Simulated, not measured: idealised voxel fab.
process module | voxel self aligned vias
cross-section cut | 210 nm wide | cells 5 nm
A cross-section is a grid of square cells, given in bands from the top down. A band is one or more rows of cells.
Each band's line starts with the height of the band's top and of its bottom, in nm. Then come its materials from left to right, each with its width in nm. One material with "throughout" fills the band from edge to edge. "air" is empty space.
Height 0 is the level under which the wafer as received is all one material. The lowest band goes on downwards, as in "0 down".
A width such as "30 to 40" changes by the same amount from each row of cells to the next, from the band's top row to its bottom row.
"no change" after a step means that no cell of the cross-section changed.
closed voids: empty space of 8 cells or more with no open way to the top, each as width x height at its distance from the left edge, in nm
after a step's settings: what the simulator itself notes on the step
overlay nm, on a step with a mask: how far to the right of its planned place the mask lay; to the left if negative
plan
1 op RECEIVE | material Si
2 op CONFORMAL_DEP | material SiO2 | thk nm 10
3 op CONFORMAL_DEP | material SiCN | thk nm 5
4 op DIRECTIONAL_DEP | material SiO2 | thk nm 30
5 op DIRECTIONAL_DEP | material aC | thk nm 10
6 op PATTERN | tone open | mask id LINES | material resist | width nm 25 | pitch nm 55 | thk nm 25 | overlay nm 0
7 op DIRECTIONAL_ETCH | etch materials aC | depth nm 10
8 op STRIP | etch materials resist
9 op DIRECTIONAL_ETCH | etch materials SiO2 | depth nm 30
10 op STRIP | etch materials aC
11 op CONFORMAL_DEP | material TiN | thk nm 5
12 op FILL_DEP | material Ru | thk nm 5
13 op CMP | height nm 45
14 op SELECTIVE_ETCH | etch materials W Ru TiN | depth nm 10
15 op FILL_DEP | material SiN | thk nm 5
16 op CMP | height nm 45
17 op DIRECTIONAL_DEP | material SiO2 | thk nm 15
18 op PATTERN | tone open | mask id VIAS | material resist | width nm 35 | thk nm 15 | overlay nm 0
19 op DIRECTIONAL_ETCH | etch materials SiO2 | depth nm 15
20 op DIRECTIONAL_ETCH | etch materials SiN | depth nm 10
21 op STRIP | etch materials resist
22 op CONFORMAL_DEP | material TiN | thk nm 5
23 op FILL_DEP | material W | thk nm 10
24 op CMP | height nm 60
25 op CONFORMAL_DEP | material SiN | thk nm 5
as received, after step 1
  0 down: Si throughout
  closed voids: none
first wafer at the end, as planned
  65 to 60: SiN throughout
  60 to 50: SiO2 60 | TiN 5 | W 25 | TiN 5 | SiO2 115
  50 to 45: SiO2 60 | TiN 10 | W 15 | TiN 10 | SiO2 115
  45 to 40: SiO2 65 | TiN 5 | W 15 | TiN 5 | SiO2 30 | SiN 25 | SiO2 65
  40 to 35: SiO2 65 | TiN 25 | SiO2 30 | SiN 25 | SiO2 65
  35 to 20: SiO2 65 | TiN 5 | Ru 15 | TiN 5 | SiO2 30 | TiN 5 | Ru 15 | TiN 5 | SiO2 65
  20 to 15: SiO2 65 | TiN 25 | SiO2 30 | TiN 25 | SiO2 65
  15 to 10: SiCN throughout
  10 to 0: SiO2 throughout
  0 down: Si throughout
  closed voids: none
second wafer at the end: like start, like plan, one mistake
  65 to 60: SiN throughout
  60 to 50: W 55 | TiN 5 | SiO2 35 | TiN 5 | W 110
  50 to 45: TiN 60 | SiO2 35 | TiN 30 | W 15 | TiN 70
  45 to 40: SiO2 65 | SiN 25 | SiO2 30 | TiN 5 | W 15 | TiN 5 | SiO2 65
  40 to 35: SiO2 65 | SiN 25 | SiO2 30 | TiN 25 | SiO2 65
  35 to 20: SiO2 65 | TiN 5 | Ru 15 | TiN 5 | SiO2 30 | TiN 5 | Ru 15 | TiN 5 | SiO2 65
  20 to 15: SiO2 65 | TiN 25 | SiO2 30 | TiN 25 | SiO2 65
  15 to 10: SiCN throughout
  10 to 0: SiO2 throughout
  0 down: Si throughout
  closed voids: none
what went wrong: step 18 ran as: op PATTERN | tone cover | mask id VIAS | material resist | width nm 35 | thk nm 15 | overlay nm 0
at the end the second wafer has, in cells: 84 fewer of SiO2 | 28 more of TiN | 56 more of W
